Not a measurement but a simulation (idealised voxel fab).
process module | voxel self aligned vias
Square cell edge 5 nm, section width 215 nm, ID cut.
Cross-sections here: square-cell grids, written as top-down lists of bands, a band being one or more rows of cells.
First you get the band's top height and its bottom height, in nm, and then the materials it's made of, left to right, with each width in nm. If you see a single material with "everywhere", that one covers the band edge to edge. "air" is empty space.
Height reference: 0 = level under which incoming wafer is all one material. Lowest band: no bottom, runs on downward, e.g. "0 down".
You'd read "30..40" like this: the band's top row of cells is as wide as the first number, its bottom row is as wide as the second, and going down, every row changes width by the same amount as the row before did.
When a step is marked "remained unchanged", none of the cells in the cross-section changed during that step.
Entry "Cavities, sealed" = empty spaces >= 8 cells with no open way to the top; each as width x height at distance, distance from left edge, all nm.
Note: text after step settings on the step line = simulator remark on that step.
Steps that use a mask can have "overlay nm" on their line. It says how far the mask sat to the right of where it was meant to be. Negative means to the left.
Planned process steps
1) RECEIVE with material Si
2) CONFORMAL_DEP with material SiO2, thk nm 10
3) CONFORMAL_DEP with material SiCN, thk nm 5
4) DIRECTIONAL_DEP with material lowk, thk nm 20
5) DIRECTIONAL_DEP with material aC, thk nm 15
6) PATTERN with tone open, mask id LINES, material resist, width nm 30, pitch nm 75, thk nm 35, overlay nm 0
7) DIRECTIONAL_ETCH with etch materials aC, depth nm 15
8) STRIP with etch materials resist
9) DIRECTIONAL_ETCH with etch materials lowk, depth nm 20
10) STRIP with etch materials aC
11) CONFORMAL_DEP with material TiN, thk nm 5
12) FILL_DEP with material Ru, thk nm 10
13) CMP with height nm 35
14) SELECTIVE_ETCH with etch materials W Ru TiN, depth nm 5
15) FILL_DEP with material SiN, thk nm 5
16) CMP with height nm 35
17) DIRECTIONAL_DEP with material lowk, thk nm 15
18) DIRECTIONAL_DEP with material aC, thk nm 15
19) PATTERN with tone open, mask id VIAS, material resist, width nm 50, pitch nm 75, thk nm 30, overlay nm 0
20) DIRECTIONAL_ETCH with etch materials aC, depth nm 15
21) STRIP with etch materials resist
22) DIRECTIONAL_ETCH with etch materials lowk, depth nm 15
23) DIRECTIONAL_ETCH with etch materials SiN, depth nm 5
24) STRIP with etch materials aC
25) CONFORMAL_DEP with material TiN, thk nm 5
26) FILL_DEP with material Ru, thk nm 5
27) CMP with height nm 50
28) CONFORMAL_DEP with material SiCN, thk nm 5
Wafer cross-section on receipt, i.e. after step 1
  0 down | Si everywhere
  Cavities, sealed: none
End-of-module cross-section. Starting structure and process plan as above; one mistake made in running it
  55 to 50 | SiCN everywhere
  50 to 35 | 45 lowk; 5 TiN; 40 Ru; 5 TiN; 25 lowk; 5 TiN; 40 Ru; 5 TiN; 45 lowk
  35 to 30 | 45 SiN; 50 TiN; 25 SiN; 50 TiN; 45 SiN
  30 to 15 | lowk everywhere
  15 to 10 | SiCN everywhere
  10 to 0 | SiO2 everywhere
  0 down | Si everywhere
  Cavities, sealed: none
Plan not followed: step 5, actual vs plan mismatch, actual run DIRECTIONAL_DEP with material lowk, thk nm 15
